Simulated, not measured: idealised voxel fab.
Proc. module: voxel spacer lines
220 nm wide, 5 nm square cells: that's cross-section cut.
When this document writes out a cross-section, it uses a grid of square cells and lists it as bands, beginning at the top and moving down, with a band standing for one or more rows of cells. Within each band entry, the heights of the top and of the bottom of the band appear first, in that order and in nm; the materials of the band then follow from left to right, each with its corresponding width in nm. The designation "everywhere" on a single material indicates that it fills the band from edge to edge; the designation "blank" indicates empty space. Heights are reckoned from 0. Under this level, the received wafer is all of one material. The bottommost band is open-ended downward, for example "0 down". A width given as "30->40" starts at the first number in the band's top row and ends at the second number in its bottom row, shifting by an equal amount at every step from row to row. Given "identical to before" for a step, no cell of the cross-section differs between before and after that step. You'll see "Closed void listing" listing empty spaces that have no way open to the top, as long as they're 8 cells or more; the notation is width x height at distance, where the distance is from the left edge, and all of it is in nm. Heads up: the bit after the settings on a step's line is the simulator's remark on that step. "overlay nm" denotes, for a step that has a mask, the displacement of the mask to the right of its planned place, with negative values corresponding to the left.

[Steps planned for the process]
1) RECEIVE, material Si
2) CONFORMAL_DEP, material Al2O3, thk nm 10
3) DIRECTIONAL_DEP, material TiN, thk nm 15
4) DIRECTIONAL_DEP, material aC, thk nm 30
5) PATTERN, tone cover, mask id MANDREL, material resist, width nm 25, pitch nm 80, thk nm 40, overlay nm 0
6) DIRECTIONAL_ETCH, etch materials aC, depth nm 30
7) STRIP, etch materials resist
8) CONFORMAL_DEP, material SiN, thk nm 5
9) DIRECTIONAL_ETCH, etch materials SiN, depth nm 15
10) STRIP, etch materials aC
11) DIRECTIONAL_ETCH, etch materials TiN, depth nm 15
12) STRIP, etch materials SiN
13) FILL_DEP, material SiO2, thk nm 10
14) CMP, height nm 25
Be aware that, although all wafers share a common starting state, the thk nm at step 8 differs among them, and the plan displays the first wafer's value.

[First wafer of several, as received: cross-section after step 1]
    0 down | Si everywhere
    Closed void listing: none

[At the end of the module, after its last step, step 14, the first of several wafers appears in cross-section as follows]
    25 to 10 | SiO2 10  TiN 5  SiO2 25  TiN 5  SiO2 45  TiN 5  SiO2 25  TiN 5  SiO2 45  TiN 5  SiO2 25  TiN 5  SiO2 15
    10 to 0 | Al2O3 everywhere
    0 down | Si everywhere
    Closed void listing: none

[X-section, last wafer, module end]
    25 to 10 | TiN everywhere
    10 to 0 | Al2O3 everywhere
    0 down | Si everywhere
    Closed void listing: none

[Wafer rows, end of module: cells per material gained (+) or lost (-) since receipt; closed voids last]
thk nm 5 | +88 Al2O3 | +114 SiO2 | +18 TiN | Closed void listing: none
thk nm 10 | +88 Al2O3 | +96 SiO2 | +36 TiN | Closed void listing: none
thk nm 15 | +88 Al2O3 | +78 SiO2 | +54 TiN | Closed void listing: none
thk nm 20 | +88 Al2O3 | +132 TiN | Closed void listing: none
thk nm 25 | +88 Al2O3 | +132 TiN | Closed void listing: none
thk nm 30 | +88 Al2O3 | +132 TiN | Closed void listing: none
